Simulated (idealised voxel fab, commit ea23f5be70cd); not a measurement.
process module | voxel fin reveal
cross-section cut | 290 nm wide | cells 5 nm
A cross-section is a grid of square cells, given in bands from the top down. A band is one or more rows of cells.
Each band's line starts with the height of the band's top and of its bottom, in nm. Then come its materials from left to right, each with its width in nm. One material with "throughout" fills the band from edge to edge. "air" is empty space.
Height 0 is the level under which the wafer as received is all one material. The lowest band goes on downwards, as in "0 down".
A width such as "30 to 40" changes by the same amount from each row of cells to the next, from the band's top row to its bottom row.
"no change" after a step means that no cell of the cross-section changed.
closed voids: empty space of 8 cells or more with no open way to the top, each as width x height at its distance from the left edge, in nm
after a step's settings: what the simulator itself notes on the step
overlay nm, on a step with a mask: how far to the right of its planned place the mask lay; to the left if negative
plan
1 op RECEIVE | material Si
2 op CONFORMAL_DEP | material SiN | thk nm 10
3 op DIRECTIONAL_DEP | material aC | thk nm 15
4 op PATTERN | tone cover | mask id FINS | material resist | width nm 15 | pitch nm 35 | thk nm 30 | overlay nm 0
5 op DIRECTIONAL_ETCH | etch materials aC | depth nm 15
6 op STRIP | etch materials resist
7 op DIRECTIONAL_ETCH | etch materials SiN | depth nm 10
8 op DIRECTIONAL_ETCH | etch materials Si | depth nm 35
9 op STRIP | etch materials aC
10 op OXIDIZE | depth nm 5
11 op FILL_DEP | material SiO2 | thk nm 5
12 op CMP | height nm 10
13 op SELECTIVE_ETCH | etch materials SiO2 | depth nm 35
14 op STRIP | etch materials SiN
15 op CONFORMAL_DEP | material SiO2 | thk nm 5
as received, after step 1
  0 down: Si throughout
  closed voids: none
first wafer at the end, as planned
  5 to 0: air 85 | SiO2 15 | air 20 | SiO2 15 | air 20 | SiO2 15 | air 20 | SiO2 15 | air 85
  0 to -20: air 85 | SiO2 5 | Si 5 | SiO2 5 | air 20 | SiO2 5 | Si 5 | SiO2 5 | air 20 | SiO2 5 | Si 5 | SiO2 5 | air 20 | SiO2 5 | Si 5 | SiO2 5 | air 85
  -20 to -40: SiO2 90 | Si 5 | SiO2 30 | Si 5 | SiO2 30 | Si 5 | SiO2 30 | Si 5 | SiO2 90
  -40 down: Si throughout
  closed voids: none
second wafer at the end: like start, like plan, one mistake
  5 to 0: air 85 | SiO2 15 | air 20 | SiO2 15 | air 20 | SiO2 15 | air 20 | SiO2 15 | air 85
  0 to -20: air 85 | SiO2 5 | Si 5 | SiO2 5 | air 20 | SiO2 5 | Si 5 | SiO2 5 | air 20 | SiO2 5 | Si 5 | SiO2 5 | air 20 | SiO2 5 | Si 5 | SiO2 5 | air 85
  -20 to -50: SiO2 90 | Si 5 | SiO2 30 | Si 5 | SiO2 30 | Si 5 | SiO2 30 | Si 5 | SiO2 90
  -50 down: Si throughout
  closed voids: none
what went wrong: step 8 ran as: op DIRECTIONAL_ETCH | etch materials Si | depth nm 45
at the end the second wafer has, in cells: 108 fewer of Si | 108 more of SiO2
